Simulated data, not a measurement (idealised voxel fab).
Documented hereafter: the process module known as voxel lift off.
The cross-section shown here is cut; it is 295 nm wide and divided into square cells measuring 5 nm on a side.
Notation: cross-section as square-cell grid; stated in bands, top first, going down; one or more cell rows per band. Heights first: top, then bottom, in nm. Then materials, left to right, each with a width in nm. "edge to edge" on a single material: fills the band edge to edge. "empty": empty space. Measure heights from 0. That's the level where, below it, the as-received wafer is all one material. The lowest band is bottomless and extends downward; write it as in "0 -> down". Quick explanation for "30..40": the width changes in equal steps down the rows of cells, from the first number in the band's top row to the second number in its bottom row. "everything unchanged" -> step changed no cross-section cell. Basically, "Fully sealed cavities" tells you about the enclosed voids: empty spaces with no open way to the top, 8 cells or bigger, each written width x height at distance, where distance is from the left edge, all in nm. It should be noted that, on the line of a given step, the content following the step's settings is a remark produced by the simulator itself with respect to that step. overlay nm: mask right of planned place by this much (step with mask). Neg. = left.

THE FOLLOWING LIST GIVES THE PLANNED PROCESS STEPS
| 1 | RECEIVE: material Si |
| 2 | CONFORMAL_DEP: material SiN, thk nm 5 |
| 3 | PATTERN: tone open, mask id LINES, material resist, width nm 30, pitch nm 50, thk nm 20, overlay nm 0 |
| 4 | DIRECTIONAL_DEP: material Ru, thk nm 10 |
| 5 | STRIP: etch materials resist |
| 6 | CONFORMAL_DEP: material SiN, thk nm 10 |

AS RECEIVED (POST STEP 1): CROSS-SECTION
> 0 -> down | Si edge to edge
> Fully sealed cavities: none

SECTIONED VIEW, FIRST OF TWO WAFERS, AT THE CLOSE OF THE MODULE, PROCESSED AS INTENDED IN THE PLAN
> 25 -> 15 | 45 empty, then 200 SiN, then 50 empty
> 15 -> 5 | 55 SiN, then 30 Ru, then 20 SiN, then 30 Ru, then 20 SiN, then 30 Ru, then 20 SiN, then 30 Ru, then 60 SiN
> 5 -> 0 | SiN edge to edge
> 0 -> down | Si edge to edge
> Fully sealed cavities: none

NOW THE SECOND WAFER, CROSS-SECTIONED AT THE END OF THE MODULE. NOTHING DIFFERENT AT THE START, NOTHING DIFFERENT IN THE PLAN COMPARED WITH THE FIRST, JUST ONE MISTAKE WHEN IT WAS ACTUALLY RUN
> 25 -> 15 | 65 SiN, then 10 empty, then 40 SiN, then 10 empty, then 40 SiN, then 10 empty, then 40 SiN, then 10 empty, then 70 SiN
> 15 -> 5 | 55 Ru, then 30 SiN, then 20 Ru, then 30 SiN, then 20 Ru, then 30 SiN, then 20 Ru, then 30 SiN, then 60 Ru
> 5 -> 0 | SiN edge to edge
> 0 -> down | Si edge to edge
> Fully sealed cavities: none
What went wrong in running the wafer? step 3 ran with different settings than intended, the actual operation and settings being PATTERN: tone cover, mask id LINES, material resist, width nm 30, pitch nm 50, thk nm 20, overlay nm 0
Bottom line after processing is that, in cells, the second wafer is up or down on some materials versus the first: Ru: 22 more
